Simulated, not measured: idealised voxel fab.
process module | voxel released beams
The cross-section on display is named cut; it measures 270 nm wide, and its cells are 5 nm squares.
The cross-sections in this document take the form of a grid made of square cells. They are written out as bands, in order from top to bottom. Each band consists of one or more rows of cells. Quick guide to a band line: top height, bottom height (nm) up front; then every material left to right with its width in nm. Only one material and it's marked "full width"? Then it fills the band edge to edge. And "air" just means empty space. Heights are expressed relative to 0, this being the level below which the as-received wafer comprises one material exclusively. The lowest band is unbounded in the downward direction and is denoted as in "0 nm and below". So if you see something like "30 to 40" for the width, read it as the top row of the band sitting at the first number and the bottom row at the second, with every row in between moving by the same amount as the last. No cell of the cross-section changed in a step that is given as "changes: none". The entry "Entrapped voids" lists the empty spaces that cover at least 8 cells and have no open path to the top. Each is written as width x height at distance, where the distance is measured from the left edge and all three values are in nm. Formally, on a step line, whatever follows the settings is a remark that the simulator itself makes on the step. What "overlay nm" on a step's line means: if the step has a mask, that mask lay this far to the right of its planned place, or, when the value is negative, to the left.

### Steps in the process plan
1 RECEIVE, material Si
2 CONFORMAL_DEP, material Al2O3, thk nm 10
3 DIRECTIONAL_DEP, material SiO2, thk nm 10
4 PATTERN, tone open, mask id ANCHOR, material resist, width nm 40, thk nm 20, overlay nm 0
5 DIRECTIONAL_ETCH, etch materials SiO2, depth nm 10
6 STRIP, etch materials resist
7 CONFORMAL_DEP, material SiN, thk nm 15
8 DIRECTIONAL_DEP, material aC, thk nm 15
9 PATTERN, tone cover, mask id BEAM, material resist, width nm 110, thk nm 35, overlay nm 0
10 DIRECTIONAL_ETCH, etch materials aC, depth nm 15
11 STRIP, etch materials resist
12 DIRECTIONAL_ETCH, etch materials SiN, depth nm 15
13 STRIP, etch materials aC
14 STRIP, etch materials SiO2

### So, the first of our two wafers, run just as we planned it

### Cross-section of the wafer upon arrival, representing the state reached after step 1
0 nm and below | Si full width
Entrapped voids: none

### Wafer after step 2 (cross-section)
10 nm to 0 nm | Al2O3 full width
Unchanged below 0.

### Wafer after step 3 (cross-section)
20 nm to 10 nm | SiO2 full width
Unchanged below 10.

### Wafer after step 4 (cross-section)
40 nm to 20 nm | resist: 80 | air: 40 | resist: 150
Unchanged below 20.

### Wafer after step 5 (cross-section)
40 nm to 20 nm | resist: 80 | air: 40 | resist: 150
20 nm to 10 nm | SiO2: 80 | air: 40 | SiO2: 150
Unchanged below 10.

### Wafer after step 6 (cross-section)
20 nm to 10 nm | SiO2: 80 | air: 40 | SiO2: 150
Unchanged below 10.

### Wafer after step 7 (cross-section)
35 nm to 25 nm | SiN: 95 | air: 10 | SiN: 165
25 nm to 20 nm | SiN full width
20 nm to 10 nm | SiO2: 80 | SiN: 40 | SiO2: 150
Unchanged below 10.

### Wafer after step 8 (cross-section)
50 nm to 40 nm | aC: 95 | air: 10 | aC: 165
40 nm to 35 nm | aC full width
35 nm to 25 nm | SiN: 95 | aC: 10 | SiN: 165
Unchanged below 25.

### Wafer after step 9 (cross-section)
85 nm to 50 nm | air: 75 | resist: 110 | air: 85
50 nm to 40 nm | aC: 95 | resist: 10 | aC: 165
Unchanged below 40.

### Wafer after step 10 (cross-section)
70 nm to 50 nm | air: 75 | resist: 110 | air: 85
50 nm to 40 nm | air: 75 | aC: 20 | resist: 10 | aC: 80 | air: 85
40 nm to 35 nm | air: 75 | aC: 110 | air: 85
Unchanged below 35.

### Wafer after step 11 (cross-section)
50 nm to 40 nm | air: 75 | aC: 20 | air: 10 | aC: 80 | air: 85
Unchanged below 40.

### Wafer after step 12 (cross-section)
50 nm to 40 nm | air: 75 | aC: 20 | air: 10 | aC: 80 | air: 85
40 nm to 35 nm | air: 75 | aC: 110 | air: 85
35 nm to 25 nm | air: 75 | SiN: 20 | aC: 10 | SiN: 80 | air: 85
25 nm to 20 nm | air: 75 | SiN: 110 | air: 85
Unchanged below 20.

### Wafer after step 13 (cross-section)
35 nm to 25 nm | air: 75 | SiN: 20 | air: 10 | SiN: 80 | air: 85
Unchanged below 25.

### Wafer after step 14 (cross-section)
35 nm to 25 nm | air: 75 | SiN: 20 | air: 10 | SiN: 80 | air: 85
25 nm to 20 nm | air: 75 | SiN: 110 | air: 85
20 nm to 10 nm | air: 80 | SiN: 40 | air: 150
Unchanged below 10.

### It is to be noted that the second wafer proceeded from the same initial state and according to the same plan as the first, although one mistake was committed in its execution; through step 6, inclusive, the two wafers share an identical history

### Look at the second wafer in cross-section at the time step 7 ought to have finished
25 nm to 20 nm | SiN: 85 | air: 30 | SiN: 155
20 nm to 15 nm | SiO2: 80 | SiN: 5 | air: 30 | SiN: 5 | SiO2: 150
15 nm to 10 nm | SiO2: 80 | SiN: 40 | SiO2: 150
Unchanged below 10.

### Look at the second wafer in cross-section at the time step 8 ought to have finished
40 nm to 30 nm | aC: 85 | air: 30 | aC: 155
30 nm to 25 nm | aC full width
25 nm to 20 nm | SiN: 85 | aC: 30 | SiN: 155
20 nm to 15 nm | SiO2: 80 | SiN: 5 | aC: 30 | SiN: 5 | SiO2: 150
Unchanged below 15.

### Look at the second wafer in cross-section at the time step 9 ought to have finished
75 nm to 40 nm | air: 75 | resist: 110 | air: 85
40 nm to 30 nm | aC: 85 | resist: 30 | aC: 155
Unchanged below 30.

### Look at the second wafer in cross-section at the time step 10 ought to have finished
60 nm to 40 nm | air: 75 | resist: 110 | air: 85
40 nm to 30 nm | air: 75 | aC: 10 | resist: 30 | aC: 70 | air: 85
30 nm to 25 nm | air: 75 | aC: 110 | air: 85
Unchanged below 25.

### Look at the second wafer in cross-section at the time step 11 ought to have finished
40 nm to 30 nm | air: 75 | aC: 10 | air: 30 | aC: 70 | air: 85
Unchanged below 30.

### Look at the second wafer in cross-section at the time step 12 ought to have finished
40 nm to 30 nm | air: 75 | aC: 10 | air: 30 | aC: 70 | air: 85
30 nm to 25 nm | air: 75 | aC: 110 | air: 85
25 nm to 20 nm | air: 75 | SiN: 10 | aC: 30 | SiN: 70 | air: 85
Unchanged below 20.

### Look at the second wafer in cross-section at the time step 13 ought to have finished
25 nm to 20 nm | air: 75 | SiN: 10 | air: 30 | SiN: 70 | air: 85
20 nm to 15 nm | SiO2: 80 | SiN: 5 | air: 30 | SiN: 5 | SiO2: 150
Unchanged below 15.

### Look at the second wafer in cross-section at the time step 14 ought to have finished
25 nm to 15 nm | air: 75 to 80 | SiN: 10 to 5 | air: 30 | SiN: 70 to 5 | air: 85 to 150
15 nm to 10 nm | air: 80 | SiN: 40 | air: 150
Unchanged below 10.
what went wrong: step 7 changed vs plan, executed as CONFORMAL_DEP, material SiN, thk nm 5
End check, counted in cells, second wafer has more or fewer of these materials than the first: SiN -52
